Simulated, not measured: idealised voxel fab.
Title: Process Module voxel tone inversion
Square cell edge 5 nm, section width 180 nm, ID cut.
Bands, listed from the top down, are how a cross-section gets written in this document; the cross-section itself is a grid of square cells, and a band is one or more rows of them.
Top, bottom (nm), then materials left to right with widths (nm); lone material tagged "everywhere" fills the whole band edge to edge; "blank" = empty space.
Measure heights from 0. That's the level where, below it, the as-received wafer is all one material. The lowest band is bottomless and extends downward; write it as in "from 0 down".
Per-row width for "30..40": begins at first number (top row of band), ends at second number (bottom row), increment between rows held constant.
You'll sometimes find "everything unchanged" written for a step, and that's the way of saying that nowhere in the cross-section did a cell change during that step.
Voids, sealed: empty space of 8 cells or more with no open way to the top, each as width x height at its distance from the left edge, in nm
That trailing text on a step's line, after the settings, is the simulator's own remark on the step.
The line of a step may include "overlay nm". On a step with a mask, this value is how far to the right of its planned place the mask lay. A negative value means the mask lay to the left.

Here's what the planned process steps look like
1 RECEIVE [material Si]
2 CONFORMAL_DEP [material SiN] [thk nm 5]
3 DIRECTIONAL_DEP [material aC] [thk nm 15]
4 PATTERN [tone cover] [mask id POSTS] [material resist] [width nm 20] [pitch nm 35] [thk nm 25] [overlay nm 0]
5 DIRECTIONAL_ETCH [etch materials aC] [depth nm 15]
6 STRIP [etch materials resist]
7 FILL_DEP [material SiO2] [thk nm 5]
8 CMP [height nm 20]
9 STRIP [etch materials aC]

The first of a set of two wafers, run to plan

Incoming wafer, cross-sectional view, post step 1
    from 0 down | Si everywhere
    Voids, sealed: none

Step 2 done - wafer cross-section
    from 5 to 0 | SiN everywhere
    Everything below 0 is unchanged.

Step 3 done - wafer cross-section
    from 20 to 5 | aC everywhere
    Everything below 5 is unchanged.

Step 4 done - wafer cross-section
    from 45 to 20 | blank 45 nm | resist 20 nm | blank 15 nm | resist 20 nm | blank 15 nm | resist 20 nm | blank 45 nm
    Everything below 20 is unchanged.

Step 5 done - wafer cross-section
    from 30 to 20 | blank 45 nm | resist 20 nm | blank 15 nm | resist 20 nm | blank 15 nm | resist 20 nm | blank 45 nm
    from 20 to 5 | blank 45 nm | aC 20 nm | blank 15 nm | aC 20 nm | blank 15 nm | aC 20 nm | blank 45 nm
    Everything below 5 is unchanged.

Step 6 done - wafer cross-section
    from 20 to 5 | blank 45 nm | aC 20 nm | blank 15 nm | aC 20 nm | blank 15 nm | aC 20 nm | blank 45 nm
    Everything below 5 is unchanged.

Step 7 done - wafer cross-section
    from 25 to 20 | SiO2 everywhere
    from 20 to 5 | SiO2 45 nm | aC 20 nm | SiO2 15 nm | aC 20 nm | SiO2 15 nm | aC 20 nm | SiO2 45 nm
    Everything below 5 is unchanged.

Step 8 done - wafer cross-section
    from 20 to 5 | SiO2 45 nm | aC 20 nm | SiO2 15 nm | aC 20 nm | SiO2 15 nm | aC 20 nm | SiO2 45 nm
    Everything below 5 is unchanged.

Step 9 done - wafer cross-section
    from 20 to 5 | SiO2 45 nm | blank 20 nm | SiO2 15 nm | blank 20 nm | SiO2 15 nm | blank 20 nm | SiO2 45 nm
    Everything below 5 is unchanged.

Here the second wafer is described. Its start and its plan were those of the first wafer. Its run contained one mistake. Up to and including step 1, it did exactly what the first wafer did

Second wafer, sectioned view, at step 2's planned end time
    from 15 to 0 | aC everywhere
    Everything below 0 is unchanged.

Second wafer, sectioned view, at step 3's planned end time
    from 20 to 15 | SiN everywhere
    Everything below 15 is unchanged.

Second wafer, sectioned view, at step 4's planned end time
    from 45 to 20 | blank 45 nm | resist 20 nm | blank 15 nm | resist 20 nm | blank 15 nm | resist 20 nm | blank 45 nm
    Everything below 20 is unchanged.

Second wafer, sectioned view, at step 5's planned end time
    from 30 to 20 | blank 45 nm | resist 20 nm | blank 15 nm | resist 20 nm | blank 15 nm | resist 20 nm | blank 45 nm
    Everything below 20 is unchanged.

Second wafer, sectioned view, at step 6's planned end time
    from 20 to 15 | SiN everywhere
    Everything below 15 is unchanged.

Second wafer, sectioned view, at step 7's planned end time
    from 25 to 20 | SiO2 everywhere
    Everything below 20 is unchanged.

Second wafer, sectioned view, at step 8's planned end time
    from 20 to 15 | SiN everywhere
    Everything below 15 is unchanged.

Second wafer, sectioned view, at step 9's planned end time: everything unchanged
Which mistake was made when the wafer was run? steps 2 and 3 swapped
FYI, end of process, the second wafer has more or fewer cells of some materials than the first: 72 fewer of SiO2, 108 more of aC
